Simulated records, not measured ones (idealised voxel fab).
Documented hereafter: the process module known as voxel capacitor over wiring.
Square cell edge 5 nm, section width 140 nm, ID cut.
Reading order for cross-sections: top band down to bottom band. Underlying form: a grid of square cells. Band size: one or more rows of cells. Band: top height; bottom height; in nm. Then, left to right: material with width in nm, for each material. "all across": a single material spanning edge to edge. "air": empty space. Measure heights from 0. That's the level where, below it, the as-received wafer is all one material. The lowest band is bottomless and extends downward; write it as in "0 nm and below". Width "30..40": first value at the band's top row of cells, second value at its bottom row, equal change from row to row. Take "everything unchanged" at face value: in the step it is given for, the cross-section changed in none of its cells. You'll see "Enclosed empty spaces" listing empty spaces that have no way open to the top, as long as they're 8 cells or more; the notation is width x height at distance, where the distance is from the left edge, and all of it is in nm. Past the settings on a step's line: simulator remark, on that step. When a step includes a mask, the "overlay nm" setting on its line states how far to the right of its planned place that mask lay, and negative values state how far to the left.

The steps planned for the process are as follows
1: RECEIVE with material Si
2: CONFORMAL_DEP with material SiO2, thk nm 15
3: DIRECTIONAL_DEP with material TiN, thk nm 5
4: DIRECTIONAL_DEP with material Ru, thk nm 15
5: PATTERN with tone cover, mask id METAL_1, material resist, width nm 25, pitch nm 85, thk nm 15, overlay nm 0
6: DIRECTIONAL_ETCH with etch materials Ru, depth nm 15
7: DIRECTIONAL_ETCH with etch materials TiN, depth nm 5
8: STRIP with etch materials resist
9: FILL_DEP with material lowk, thk nm 10
10: CMP with height nm 35
11: CONFORMAL_DEP with material SiCN, thk nm 5
12: DIRECTIONAL_DEP with material lowk, thk nm 20
13: PATTERN with tone open, mask id PLUG_1, material resist, width nm 15, thk nm 15, overlay nm 0
14: DIRECTIONAL_ETCH with etch materials lowk, depth nm 20
15: DIRECTIONAL_ETCH with etch materials SiCN, depth nm 5
16: STRIP with etch materials resist
17: EPI with material Ru, thk nm 10
18: EPI with material Ru, thk nm 10
19: EPI with material Ru, thk nm 5
20: DIRECTIONAL_DEP with material TiN, thk nm 10
21: DIRECTIONAL_DEP with material SiN, thk nm 5
22: DIRECTIONAL_DEP with material TiN, thk nm 5
23: MASKED_ETCH with tone cover, mask id UPPER_PLATE, width nm 65, etch materials TiN, depth nm 5, overlay nm 0
24: MASKED_ETCH with tone cover, mask id UPPER_PLATE, width nm 65, etch materials SiN, depth nm 5, overlay nm 0
25: MASKED_ETCH with tone cover, mask id LOWER_PLATE, width nm 75, etch materials TiN, depth nm 10, overlay nm 0
26: FILL_DEP with material SiO2, thk nm 15
27: CMP with height nm 90
28: MASKED_ETCH with tone open, mask id PLUG_2, width nm 15, etch materials SiO2, depth nm 10, overlay nm 0
29: CONFORMAL_DEP with material TiN, thk nm 5
30: FILL_DEP with material Ru, thk nm 10
31: CMP with height nm 90
32: CONFORMAL_DEP with material SiCN, thk nm 5

The following pertains to the first of two wafers, which was processed as planned

The cross-section here shows the wafer as received, i.e. in its state after step 1
	0 nm and below: Si all across
	Enclosed empty spaces: none

Cross-section of the wafer subsequent to step 2
	15 nm to 0 nm: SiO2 all across
	For the remainder of the cross-section, below 0, there is no change.

Cross-section of the wafer subsequent to step 3
	20 nm to 15 nm: TiN all across
	For the remainder of the cross-section, below 15, there is no change.

Cross-section of the wafer subsequent to step 4
	35 nm to 20 nm: Ru all across
	For the remainder of the cross-section, below 20, there is no change.

Cross-section of the wafer subsequent to step 5
	50 nm to 35 nm: air=15  resist=25  air=60  resist=25  air=15
	For the remainder of the cross-section, below 35, there is no change.

Cross-section of the wafer subsequent to step 6
	50 nm to 35 nm: air=15  resist=25  air=60  resist=25  air=15
	35 nm to 20 nm: air=15  Ru=25  air=60  Ru=25  air=15
	For the remainder of the cross-section, below 20, there is no change.

Cross-section of the wafer subsequent to step 7
	50 nm to 35 nm: air=15  resist=25  air=60  resist=25  air=15
	35 nm to 20 nm: air=15  Ru=25  air=60  Ru=25  air=15
	20 nm to 15 nm: air=15  TiN=25  air=60  TiN=25  air=15
	For the remainder of the cross-section, below 15, there is no change.

Cross-section of the wafer subsequent to step 8
	35 nm to 20 nm: air=15  Ru=25  air=60  Ru=25  air=15
	For the remainder of the cross-section, below 20, there is no change.

Cross-section of the wafer subsequent to step 9
	45 nm to 35 nm: lowk all across
	35 nm to 20 nm: lowk=15  Ru=25  lowk=60  Ru=25  lowk=15
	20 nm to 15 nm: lowk=15  TiN=25  lowk=60  TiN=25  lowk=15
	For the remainder of the cross-section, below 15, there is no change.

Cross-section of the wafer subsequent to step 10
	35 nm to 20 nm: lowk=15  Ru=25  lowk=60  Ru=25  lowk=15
	For the remainder of the cross-section, below 20, there is no change.

Cross-section of the wafer subsequent to step 11
	40 nm to 35 nm: SiCN all across
	For the remainder of the cross-section, below 35, there is no change.

Cross-section of the wafer subsequent to step 12
	60 nm to 40 nm: lowk all across
	For the remainder of the cross-section, below 40, there is no change.

Cross-section of the wafer subsequent to step 13
	75 nm to 60 nm: resist=25  air=15  resist=100
	For the remainder of the cross-section, below 60, there is no change.

Cross-section of the wafer subsequent to step 14
	75 nm to 60 nm: resist=25  air=15  resist=100
	60 nm to 40 nm: lowk=25  air=15  lowk=100
	For the remainder of the cross-section, below 40, there is no change.

Cross-section of the wafer subsequent to step 15
	75 nm to 60 nm: resist=25  air=15  resist=100
	60 nm to 40 nm: lowk=25  air=15  lowk=100
	40 nm to 35 nm: SiCN=25  air=15  SiCN=100
	For the remainder of the cross-section, below 35, there is no change.

Cross-section of the wafer subsequent to step 16
	60 nm to 40 nm: lowk=25  air=15  lowk=100
	For the remainder of the cross-section, below 40, there is no change.

Cross-section of the wafer subsequent to step 17
	60 nm to 45 nm: lowk=25  air=15  lowk=100
	45 nm to 40 nm: lowk=25  Ru=15  lowk=100
	40 nm to 35 nm: SiCN=25  Ru=15  SiCN=100
	For the remainder of the cross-section, below 35, there is no change.

Cross-section of the wafer subsequent to step 18
	60 nm to 55 nm: lowk=25  air=15  lowk=100
	55 nm to 40 nm: lowk=25  Ru=15  lowk=100
	For the remainder of the cross-section, below 40, there is no change.

Cross-section of the wafer subsequent to step 19
	60 nm to 40 nm: lowk=25  Ru=15  lowk=100
	For the remainder of the cross-section, below 40, there is no change.

Cross-section of the wafer subsequent to step 20
	70 nm to 60 nm: TiN all across
	For the remainder of the cross-section, below 60, there is no change.

Cross-section of the wafer subsequent to step 21
	75 nm to 70 nm: SiN all across
	For the remainder of the cross-section, below 70, there is no change.

Cross-section of the wafer subsequent to step 22
	80 nm to 75 nm: TiN all across
	For the remainder of the cross-section, below 75, there is no change.

Cross-section of the wafer subsequent to step 23
	80 nm to 75 nm: air=25  TiN=65  air=50
	For the remainder of the cross-section, below 75, there is no change.

Cross-section of the wafer subsequent to step 24
	80 nm to 75 nm: air=25  TiN=65  air=50
	75 nm to 70 nm: air=25  SiN=65  air=50
	For the remainder of the cross-section, below 70, there is no change.

Cross-section of the wafer subsequent to step 25
	80 nm to 75 nm: air=25  TiN=65  air=50
	75 nm to 70 nm: air=25  SiN=65  air=50
	70 nm to 60 nm: air=20  TiN=75  air=45
	For the remainder of the cross-section, below 60, there is no change.

Cross-section of the wafer subsequent to step 26
	95 nm to 80 nm: SiO2 all across
	80 nm to 75 nm: SiO2=25  TiN=65  SiO2=50
	75 nm to 70 nm: SiO2=25  SiN=65  SiO2=50
	70 nm to 60 nm: SiO2=20  TiN=75  SiO2=45
	For the remainder of the cross-section, below 60, there is no change.

Cross-section of the wafer subsequent to step 27
	90 nm to 80 nm: SiO2 all across
	For the remainder of the cross-section, below 80, there is no change.

Cross-section of the wafer subsequent to step 28
	90 nm to 80 nm: SiO2=35  air=15  SiO2=90
	For the remainder of the cross-section, below 80, there is no change.

Cross-section of the wafer subsequent to step 29
	95 nm to 90 nm: TiN=40  air=5  TiN=95
	90 nm to 85 nm: SiO2=35  TiN=5  air=5  TiN=5  SiO2=90
	85 nm to 75 nm: SiO2=35..25  TiN=15..65  SiO2=90..50
	For the remainder of the cross-section, below 75, there is no change.

Cross-section of the wafer subsequent to step 30
	105 nm to 95 nm: Ru all across
	95 nm to 90 nm: TiN=40  Ru=5  TiN=95
	90 nm to 85 nm: SiO2=35  TiN=5  Ru=5  TiN=5  SiO2=90
	For the remainder of the cross-section, below 85, there is no change.

Cross-section of the wafer subsequent to step 31
	90 nm to 85 nm: SiO2=35  TiN=5  Ru=5  TiN=5  SiO2=90
	For the remainder of the cross-section, below 85, there is no change.

Cross-section of the wafer subsequent to step 32
	95 nm to 90 nm: SiCN all across
	For the remainder of the cross-section, below 90, there is no change.

Second wafer, same starting state and plan as the first, one mistake in the run, identical through step 1

Cross-section of the second wafer corresponding to the planned conclusion of step 2
	10 nm to 0 nm: SiO2 all across
	For the remainder of the cross-section, below 0, there is no change.

Cross-section of the second wafer corresponding to the planned conclusion of step 3
	15 nm to 10 nm: TiN all across
	For the remainder of the cross-section, below 10, there is no change.

Cross-section of the second wafer corresponding to the planned conclusion of step 4
	30 nm to 15 nm: Ru all across
	For the remainder of the cross-section, below 15, there is no change.

Cross-section of the second wafer corresponding to the planned conclusion of step 5
	45 nm to 30 nm: air=15  resist=25  air=60  resist=25  air=15
	For the remainder of the cross-section, below 30, there is no change.

Cross-section of the second wafer corresponding to the planned conclusion of step 6
	45 nm to 30 nm: air=15  resist=25  air=60  resist=25  air=15
	30 nm to 15 nm: air=15  Ru=25  air=60  Ru=25  air=15
	For the remainder of the cross-section, below 15, there is no change.

Cross-section of the second wafer corresponding to the planned conclusion of step 7
	45 nm to 30 nm: air=15  resist=25  air=60  resist=25  air=15
	30 nm to 15 nm: air=15  Ru=25  air=60  Ru=25  air=15
	15 nm to 10 nm: air=15  TiN=25  air=60  TiN=25  air=15
	For the remainder of the cross-section, below 10, there is no change.

Cross-section of the second wafer corresponding to the planned conclusion of step 8
	30 nm to 15 nm: air=15  Ru=25  air=60  Ru=25  air=15
	For the remainder of the cross-section, below 15, there is no change.

Cross-section of the second wafer corresponding to the planned conclusion of step 9
	40 nm to 30 nm: lowk all across
	30 nm to 15 nm: lowk=15  Ru=25  lowk=60  Ru=25  lowk=15
	15 nm to 10 nm: lowk=15  TiN=25  lowk=60  TiN=25  lowk=15
	For the remainder of the cross-section, below 10, there is no change.

Cross-section of the second wafer corresponding to the planned conclusion of step 10
	35 nm to 30 nm: lowk all across
	For the remainder of the cross-section, below 30, there is no change.

Cross-section of the second wafer corresponding to the planned conclusion of step 11
	40 nm to 35 nm: SiCN all across
	For the remainder of the cross-section, below 35, there is no change.

Cross-section of the second wafer corresponding to the planned conclusion of step 12
	60 nm to 40 nm: lowk all across
	For the remainder of the cross-section, below 40, there is no change.

Cross-section of the second wafer corresponding to the planned conclusion of step 13
	75 nm to 60 nm: resist=25  air=15  resist=100
	For the remainder of the cross-section, below 60, there is no change.

Cross-section of the second wafer corresponding to the planned conclusion of step 14
	75 nm to 60 nm: resist=25  air=15  resist=100
	60 nm to 40 nm: lowk=25  air=15  lowk=100
	For the remainder of the cross-section, below 40, there is no change.

Cross-section of the second wafer corresponding to the planned conclusion of step 15
	75 nm to 60 nm: resist=25  air=15  resist=100
	60 nm to 40 nm: lowk=25  air=15  lowk=100
	40 nm to 35 nm: SiCN=25  air=15  SiCN=100
	For the remainder of the cross-section, below 35, there is no change.

Cross-section of the second wafer corresponding to the planned conclusion of step 16
	60 nm to 40 nm: lowk=25  air=15  lowk=100
	For the remainder of the cross-section, below 40, there is no change.

Cross-section of the second wafer corresponding to the planned conclusion of step 17: everything unchanged

Cross-section of the second wafer corresponding to the planned conclusion of step 18: everything unchanged

Cross-section of the second wafer corresponding to the planned conclusion of step 19: everything unchanged

Cross-section of the second wafer corresponding to the planned conclusion of step 20
	70 nm to 60 nm: TiN=25  air=15  TiN=100
	60 nm to 45 nm: lowk=25  air=15  lowk=100
	45 nm to 40 nm: lowk=25  TiN=15  lowk=100
	40 nm to 35 nm: SiCN=25  TiN=15  SiCN=100
	For the remainder of the cross-section, below 35, there is no change.

Cross-section of the second wafer corresponding to the planned conclusion of step 21
	75 nm to 70 nm: SiN=25  air=15  SiN=100
	70 nm to 60 nm: TiN=25  air=15  TiN=100
	60 nm to 50 nm: lowk=25  air=15  lowk=100
	50 nm to 45 nm: lowk=25  SiN=15  lowk=100
	For the remainder of the cross-section, below 45, there is no change.

Cross-section of the second wafer corresponding to the planned conclusion of step 22
	80 nm to 75 nm: TiN=25  air=15  TiN=100
	75 nm to 70 nm: SiN=25  air=15  SiN=100
	70 nm to 60 nm: TiN=25  air=15  TiN=100
	60 nm to 55 nm: lowk=25  air=15  lowk=100
	55 nm to 50 nm: lowk=25  TiN=15  lowk=100
	For the remainder of the cross-section, below 50, there is no change.

Cross-section of the second wafer corresponding to the planned conclusion of step 23
	80 nm to 75 nm: air=40  TiN=50  air=50
	For the remainder of the cross-section, below 75, there is no change.

Cross-section of the second wafer corresponding to the planned conclusion of step 24
	80 nm to 75 nm: air=40  TiN=50  air=50
	75 nm to 70 nm: air=40  SiN=50  air=50
	For the remainder of the cross-section, below 70, there is no change.

Cross-section of the second wafer corresponding to the planned conclusion of step 25
	80 nm to 75 nm: air=40  TiN=50  air=50
	75 nm to 70 nm: air=40  SiN=50  air=50
	70 nm to 60 nm: air=20  TiN=5  air=15  TiN=55  air=45
	For the remainder of the cross-section, below 60, there is no change.

Cross-section of the second wafer corresponding to the planned conclusion of step 26
	95 nm to 80 nm: SiO2 all across
	80 nm to 75 nm: SiO2=40  TiN=50  SiO2=50
	75 nm to 70 nm: SiO2=40  SiN=50  SiO2=50
	70 nm to 60 nm: SiO2=20  TiN=5  SiO2=15  TiN=55  SiO2=45
	60 nm to 55 nm: lowk=25  SiO2=15  lowk=100
	For the remainder of the cross-section, below 55, there is no change.

Cross-section of the second wafer corresponding to the planned conclusion of step 27
	90 nm to 80 nm: SiO2 all across
	For the remainder of the cross-section, below 80, there is no change.

Cross-section of the second wafer corresponding to the planned conclusion of step 28
	90 nm to 80 nm: SiO2=35  air=15  SiO2=90
	For the remainder of the cross-section, below 80, there is no change.

Cross-section of the second wafer corresponding to the planned conclusion of step 29
	95 nm to 90 nm: TiN=40  air=5  TiN=95
	90 nm to 85 nm: SiO2=35  TiN=5  air=5  TiN=5  SiO2=90
	85 nm to 75 nm: SiO2=35..40  TiN=15..50  SiO2=90..50
	For the remainder of the cross-section, below 75, there is no change.

Cross-section of the second wafer corresponding to the planned conclusion of step 30
	105 nm to 95 nm: Ru all across
	95 nm to 90 nm: TiN=40  Ru=5  TiN=95
	90 nm to 85 nm: SiO2=35  TiN=5  Ru=5  TiN=5  SiO2=90
	For the remainder of the cross-section, below 85, there is no change.

Cross-section of the second wafer corresponding to the planned conclusion of step 31
	90 nm to 85 nm: SiO2=35  TiN=5  Ru=5  TiN=5  SiO2=90
	For the remainder of the cross-section, below 85, there is no change.

Cross-section of the second wafer corresponding to the planned conclusion of step 32
	95 nm to 90 nm: SiCN all across
	For the remainder of the cross-section, below 90, there is no change.
The mistake made against the process plan was this: step 2 was run on a setting that differed from the plan, and what really ran there is CONFORMAL_DEP with material SiO2, thk nm 10
Final wafer comparison in cells, second versus first, more or fewer per material: Ru: 15 fewer | SiO2: 13 fewer | lowk: 28 more
